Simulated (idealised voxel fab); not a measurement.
This is a process module. Its name is voxel capacitor over wiring.
It is cross-section cut that appears here, measuring 275 nm in width, its square cells being 5 nm in size.
Throughout this document, each cross-section is represented as a grid of square cells and is presented as a sequence of bands enumerated from the top downward, where a band comprises one or more rows of cells. Each band's line starts with the height of the band's top and of its bottom, in nm. Then come its materials from left to right, each with its width in nm. One material with "edge to edge" fills the band from edge to edge. "air" is empty space. Heights from 0 (as-received wafer is one material below). Bottom band endless downward, as "0..down". The width entry "30 to 40" should be interpreted row by row: the top row of cells in the band takes the first number, the bottom row takes the second number, and the change between adjacent rows is uniform throughout. "left unchanged" -> step changed no cross-section cell. "Tabulated closed voids" contains a list of empty spaces, each no smaller than 8 cells and without an open way to the top, written in the form width x height at distance with the distance from the left edge and all three in nm. Heads up: the bit after the settings on a step's line is the simulator's remark on that step. If you see "overlay nm" on a step's line and that step has a mask, it's telling you how far right of where it was planned the mask ended up; a negative number means it went left instead.

The planned process steps are enumerated hereunder:
1,RECEIVE | material Si
2,CONFORMAL_DEP | material SiO2 | thk nm 10
3,DIRECTIONAL_DEP | material TiN | thk nm 5
4,DIRECTIONAL_DEP | material Ru | thk nm 20
5,PATTERN | tone cover | mask id METAL_1 | material resist | width nm 20 | pitch nm 75 | thk nm 20 | overlay nm 0
6,DIRECTIONAL_ETCH | etch materials Ru | depth nm 20
7,DIRECTIONAL_ETCH | etch materials TiN | depth nm 5
8,STRIP | etch materials resist
9,CONFORMAL_DEP | material SiN | thk nm 5
10,FILL_DEP | material SiO2 | thk nm 5
11,CMP | height nm 35
12,CONFORMAL_DEP | material SiCN | thk nm 5
13,DIRECTIONAL_DEP | material SiO2 | thk nm 15
14,DIRECTIONAL_DEP | material aC | thk nm 15
15,PATTERN | tone open | mask id PLUG_1 | material resist | width nm 15 | thk nm 30 | overlay nm 0
16,DIRECTIONAL_ETCH | etch materials aC | depth nm 15
17,STRIP | etch materials resist
18,DIRECTIONAL_ETCH | etch materials SiO2 | depth nm 15
19,DIRECTIONAL_ETCH | etch materials SiCN | depth nm 5
20,STRIP | etch materials aC
21,CONFORMAL_DEP | material TiN | thk nm 5
22,FILL_DEP | material Ru | thk nm 5
23,CMP | height nm 55
24,DIRECTIONAL_DEP | material TiN | thk nm 5
25,DIRECTIONAL_DEP | material Al2O3 | thk nm 5
26,DIRECTIONAL_DEP | material TiN | thk nm 5
27,MASKED_ETCH | tone cover | mask id UPPER_PLATE | width nm 60 | etch materials TiN | depth nm 5 | overlay nm 0
28,MASKED_ETCH | tone cover | mask id UPPER_PLATE | width nm 60 | etch materials Al2O3 | depth nm 5 | overlay nm 0
29,PATTERN | tone cover | mask id LOWER_PLATE | material resist | width nm 70 | thk nm 15 | overlay nm 0
30,DIRECTIONAL_ETCH | etch materials TiN | depth nm 5
31,STRIP | etch materials resist
32,FILL_DEP | material SiO2 | thk nm 15
33,CMP | height nm 80
34,PATTERN | tone open | mask id PLUG_2 | material resist | width nm 15 | thk nm 20 | overlay nm 0
35,DIRECTIONAL_ETCH | etch materials SiO2 | depth nm 10
36,STRIP | etch materials resist
37,CONFORMAL_DEP | material TiN | thk nm 5
38,FILL_DEP | material Ru | thk nm 5
39,CMP | height nm 80
40,CONFORMAL_DEP | material SiCN | thk nm 5

Incoming wafer in cross-section (state: after step 1):
> 0..down | Si edge to edge
> Tabulated closed voids: none

Starting structure and process plan are as shown above, but one mistake was made in running the module; the wafer cross-section at the end of the module follows:
> 85..80 | SiO2 edge to edge
> 80..75 | SiO2: 105  TiN: 5  Ru: 5  TiN: 5  SiO2: 155
> 75..65 | SiO2: 105 to 95  TiN: 15 to 60  SiO2: 155 to 120
> 65..60 | SiO2: 95  Al2O3: 60  SiO2: 120
> 60..55 | SiO2: 90  TiN: 70  SiO2: 115
> 55..40 | SiO2: 95  TiN: 5  Ru: 5  TiN: 5  SiO2: 165
> 40..35 | SiCN: 95  TiN: 15  SiCN: 165
> 35..15 | SiO2: 85  SiN: 5  Ru: 20  SiN: 5  SiO2: 45  SiN: 5  Ru: 20  SiN: 5  SiO2: 85
> 15..10 | SiN: 90  TiN: 20  SiN: 55  TiN: 20  SiN: 90
> 10..0 | SiO2 edge to edge
> 0..down | Si edge to edge
> Tabulated closed voids: none
Heads up, the wafer didn't run the way we planned it: rather than as planned, step 40 actually ran as CONFORMAL_DEP | material SiO2 | thk nm 5
